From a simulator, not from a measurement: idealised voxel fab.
Process module in this document: voxel capacitor over wiring
Cross-section cut: width 155 nm, square cells of 5 nm.
We lay out every cross-section as a grid of square cells and spell it out in bands from the top down, where one band means one or more rows of cells.
A band entry consists of two parts. The first gives the height of the band's top and the height of its bottom, in nm. The rest lists the band's materials from left to right, each with its width in nm. A single material labelled with the word "full width" fills the band from edge to edge, and the word "empty" marks empty space.
Heights from 0 (as-received wafer is one material below). Bottom band endless downward, as "0..down".
The notation "30 to 40" denotes a width that varies across the rows of cells in the band, beginning at the first number in the top row, finishing at the second number in the bottom row, and changing by an identical amount from each row to the next.
Key: "remained unchanged" - step with no changed cell in the cross-section.
"Enclosed void listing" contains a list of empty spaces, each no smaller than 8 cells and without an open way to the top, written in the form width x height at distance with the distance from the left edge and all three in nm.
Anything after a step's settings on that line? It's the simulator's own note about the step.
A step line may carry the setting "overlay nm", which, for steps involving a mask, states the distance by which the mask lay to the right of its intended position; negative values denote displacement to the left.
These are the steps we planned for the process
1,RECEIVE (material Si)
2,CONFORMAL_DEP (material SiO2; thk nm 15)
3,DIRECTIONAL_DEP (material TiN; thk nm 5)
4,DIRECTIONAL_DEP (material W; thk nm 15)
5,DIRECTIONAL_DEP (material aC; thk nm 10)
6,PATTERN (tone cover; mask id METAL_1; material resist; width nm 20; pitch nm 75; thk nm 25; overlay nm 0)
7,DIRECTIONAL_ETCH (etch materials aC; depth nm 10)
8,STRIP (etch materials resist)
9,DIRECTIONAL_ETCH (etch materials W; depth nm 15)
10,DIRECTIONAL_ETCH (etch materials TiN; depth nm 5)
11,STRIP (etch materials aC)
12,FILL_DEP (material SiO2; thk nm 10)
13,CMP (height nm 35)
14,CONFORMAL_DEP (material SiCN; thk nm 5)
15,DIRECTIONAL_DEP (material lowk; thk nm 20)
16,PATTERN (tone open; mask id PLUG_1; material resist; width nm 15; thk nm 15; overlay nm 0)
17,DIRECTIONAL_ETCH (etch materials lowk; depth nm 20)
18,DIRECTIONAL_ETCH (etch materials SiCN; depth nm 5)
19,STRIP (etch materials resist)
20,EPI (material Ru; thk nm 10)
21,EPI (material Ru; thk nm 10)
22,EPI (material Ru; thk nm 5)
23,DIRECTIONAL_DEP (material TiN; thk nm 10)
24,DIRECTIONAL_DEP (material SiN; thk nm 5)
25,DIRECTIONAL_DEP (material TiN; thk nm 10)
26,MASKED_ETCH (tone cover; mask id UPPER_PLATE; width nm 60; etch materials TiN; depth nm 10; overlay nm 0)
27,MASKED_ETCH (tone cover; mask id UPPER_PLATE; width nm 60; etch materials SiN; depth nm 5; overlay nm 0)
28,MASKED_ETCH (tone cover; mask id LOWER_PLATE; width nm 70; etch materials TiN; depth nm 10; overlay nm 0)
29,FILL_DEP (material SiO2; thk nm 15)
30,CMP (height nm 95)
31,MASKED_ETCH (tone open; mask id PLUG_2; width nm 15; etch materials SiO2; depth nm 10; overlay nm 0)
32,CONFORMAL_DEP (material TiN; thk nm 5)
33,FILL_DEP (material Ru; thk nm 5)
34,CMP (height nm 95)
35,CONFORMAL_DEP (material SiN; thk nm 5)
The following pertains to the first of two wafers, which was processed as planned
Cross-section: wafer on arrival = after step 1
	0..down = Si full width
	Enclosed void listing: none
After step 2, in cross-section
	15..0 = SiO2 full width
	Under the height 0 nothing was changed.
After step 3, in cross-section
	20..15 = TiN full width
	Under the height 15 nothing was changed.
After step 4, in cross-section
	35..20 = W full width
	Under the height 20 nothing was changed.
After step 5, in cross-section
	45..35 = aC full width
	Under the height 35 nothing was changed.
After step 6, in cross-section
	70..45 = empty=30  resist=20  empty=55  resist=20  empty=30
	Under the height 45 nothing was changed.
After step 7, in cross-section
	60..45 = empty=30  resist=20  empty=55  resist=20  empty=30
	45..35 = empty=30  aC=20  empty=55  aC=20  empty=30
	Under the height 35 nothing was changed.
After step 8, in cross-section
	45..35 = empty=30  aC=20  empty=55  aC=20  empty=30
	Under the height 35 nothing was changed.
After step 9, in cross-section
	45..35 = empty=30  aC=20  empty=55  aC=20  empty=30
	35..20 = empty=30  W=20  empty=55  W=20  empty=30
	Under the height 20 nothing was changed.
After step 10, in cross-section
	45..35 = empty=30  aC=20  empty=55  aC=20  empty=30
	35..20 = empty=30  W=20  empty=55  W=20  empty=30
	20..15 = empty=30  TiN=20  empty=55  TiN=20  empty=30
	Under the height 15 nothing was changed.
After step 11, in cross-section
	35..20 = empty=30  W=20  empty=55  W=20  empty=30
	Under the height 20 nothing was changed.
After step 12, in cross-section
	45..35 = SiO2 full width
	35..20 = SiO2=30  W=20  SiO2=55  W=20  SiO2=30
	20..15 = SiO2=30  TiN=20  SiO2=55  TiN=20  SiO2=30
	Under the height 15 nothing was changed.
After step 13, in cross-section
	35..20 = SiO2=30  W=20  SiO2=55  W=20  SiO2=30
	Under the height 20 nothing was changed.
After step 14, in cross-section
	40..35 = SiCN full width
	Under the height 35 nothing was changed.
After step 15, in cross-section
	60..40 = lowk full width
	Under the height 40 nothing was changed.
After step 16, in cross-section
	75..60 = resist=35  empty=15  resist=105
	Under the height 60 nothing was changed.
After step 17, in cross-section
	75..60 = resist=35  empty=15  resist=105
	60..40 = lowk=35  empty=15  lowk=105
	Under the height 40 nothing was changed.
After step 18, in cross-section
	75..60 = resist=35  empty=15  resist=105
	60..40 = lowk=35  empty=15  lowk=105
	40..35 = SiCN=35  empty=15  SiCN=105
	Under the height 35 nothing was changed.
After step 19, in cross-section
	60..40 = lowk=35  empty=15  lowk=105
	Under the height 40 nothing was changed.
After step 20, in cross-section
	60..45 = lowk=35  empty=15  lowk=105
	45..40 = lowk=35  Ru=15  lowk=105
	40..35 = SiCN=35  Ru=15  SiCN=105
	Under the height 35 nothing was changed.
After step 21, in cross-section
	60..55 = lowk=35  empty=15  lowk=105
	55..40 = lowk=35  Ru=15  lowk=105
	Under the height 40 nothing was changed.
After step 22, in cross-section
	60..40 = lowk=35  Ru=15  lowk=105
	Under the height 40 nothing was changed.
After step 23, in cross-section
	70..60 = TiN full width
	Under the height 60 nothing was changed.
After step 24, in cross-section
	75..70 = SiN full width
	Under the height 70 nothing was changed.
After step 25, in cross-section
	85..75 = TiN full width
	Under the height 75 nothing was changed.
After step 26, in cross-section
	85..75 = empty=35  TiN=60  empty=60
	Under the height 75 nothing was changed.
After step 27, in cross-section
	85..75 = empty=35  TiN=60  empty=60
	75..70 = empty=35  SiN=60  empty=60
	Under the height 70 nothing was changed.
After step 28, in cross-section
	85..75 = empty=35  TiN=60  empty=60
	75..70 = empty=35  SiN=60  empty=60
	70..60 = empty=30  TiN=70  empty=55
	Under the height 60 nothing was changed.
After step 29, in cross-section
	100..85 = SiO2 full width
	85..75 = SiO2=35  TiN=60  SiO2=60
	75..70 = SiO2=35  SiN=60  SiO2=60
	70..60 = SiO2=30  TiN=70  SiO2=55
	Under the height 60 nothing was changed.
After step 30, in cross-section
	95..85 = SiO2 full width
	Under the height 85 nothing was changed.
After step 31, in cross-section
	95..85 = SiO2=45  empty=15  SiO2=95
	Under the height 85 nothing was changed.
After step 32, in cross-section
	100..95 = TiN=50  empty=5  TiN=100
	95..90 = SiO2=45  TiN=5  empty=5  TiN=5  SiO2=95
	90..85 = SiO2=45  TiN=15  SiO2=95
	Under the height 85 nothing was changed.
After step 33, in cross-section
	105..100 = Ru full width
	100..95 = TiN=50  Ru=5  TiN=100
	95..90 = SiO2=45  TiN=5  Ru=5  TiN=5  SiO2=95
	Under the height 90 nothing was changed.
After step 34, in cross-section
	95..90 = SiO2=45  TiN=5  Ru=5  TiN=5  SiO2=95
	Under the height 90 nothing was changed.
After step 35, in cross-section
	100..95 = SiN full width
	Under the height 95 nothing was changed.
Now the other wafer: same start, same recipe, but we messed up one thing when running it. Up to and including step 19 it's the same as the first one
The second wafer cut through, at the time step 21 was supposed to be finished
	60..45 = lowk=35  empty=15  lowk=105
	45..40 = lowk=35  Ru=15  lowk=105
	40..35 = SiCN=35  Ru=15  SiCN=105
	Under the height 35 nothing was changed.
The second wafer cut through, at the time step 22 was supposed to be finished
	60..50 = lowk=35  empty=15  lowk=105
	50..40 = lowk=35  Ru=15  lowk=105
	Under the height 40 nothing was changed.
The second wafer cut through, at the time step 23 was supposed to be finished
	70..60 = TiN=35  empty=15  TiN=105
	60..50 = lowk=35  TiN=15  lowk=105
	Under the height 50 nothing was changed.
The second wafer cut through, at the time step 24 was supposed to be finished
	75..70 = SiN=35  empty=15  SiN=105
	70..65 = TiN=35  empty=15  TiN=105
	65..60 = TiN=35  SiN=15  TiN=105
	Under the height 60 nothing was changed.
The second wafer cut through, at the time step 25 was supposed to be finished
	85..75 = TiN=35  empty=15  TiN=105
	75..70 = SiN=35  TiN=15  SiN=105
	70..65 = TiN full width
	Under the height 65 nothing was changed.
The second wafer cut through, at the time step 26 was supposed to be finished
	85..75 = empty=50  TiN=45  empty=60
	Under the height 75 nothing was changed.
The second wafer cut through, at the time step 27 was supposed to be finished
	85..75 = empty=50  TiN=45  empty=60
	75..70 = empty=35  TiN=15  SiN=45  empty=60
	Under the height 70 nothing was changed.
The second wafer cut through, at the time step 28 was supposed to be finished
	85..75 = empty=50  TiN=45  empty=60
	75..70 = empty=35  TiN=15  SiN=45  empty=60
	70..65 = empty=30  TiN=70  empty=55
	65..60 = empty=30  TiN=5  SiN=15  TiN=50  empty=55
	Under the height 60 nothing was changed.
The second wafer cut through, at the time step 29 was supposed to be finished
	100..85 = SiO2 full width
	85..75 = SiO2=50  TiN=45  SiO2=60
	75..70 = SiO2=35  TiN=15  SiN=45  SiO2=60
	70..65 = SiO2=30  TiN=70  SiO2=55
	65..60 = SiO2=30  TiN=5  SiN=15  TiN=50  SiO2=55
	Under the height 60 nothing was changed.
The second wafer cut through, at the time step 30 was supposed to be finished
	95..85 = SiO2 full width
	Under the height 85 nothing was changed.
The second wafer cut through, at the time step 31 was supposed to be finished
	95..85 = SiO2=45  empty=15  SiO2=95
	Under the height 85 nothing was changed.
The second wafer cut through, at the time step 32 was supposed to be finished
	100..95 = TiN=50  empty=5  TiN=100
	95..90 = SiO2=45  TiN=5  empty=5  TiN=5  SiO2=95
	90..85 = SiO2=45  TiN=15  SiO2=95
	Under the height 85 nothing was changed.
The second wafer cut through, at the time step 33 was supposed to be finished
	105..100 = Ru full width
	100..95 = TiN=50  Ru=5  TiN=100
	95..90 = SiO2=45  TiN=5  Ru=5  TiN=5  SiO2=95
	Under the height 90 nothing was changed.
The second wafer cut through, at the time step 34 was supposed to be finished
	95..90 = SiO2=45  TiN=5  Ru=5  TiN=5  SiO2=95
	Under the height 90 nothing was changed.
The second wafer cut through, at the time step 35 was supposed to be finished
	100..95 = SiN full width
	Under the height 95 nothing was changed.
Heads up, the wafer didn't run the way we planned it: one step among 20 and 21 (all identical) missing; cannot tell which
In the final state, the cell counts of the second wafer exceed or fall short of those of the first for the following materials: Ru: 6 fewer | SiO2: 6 more
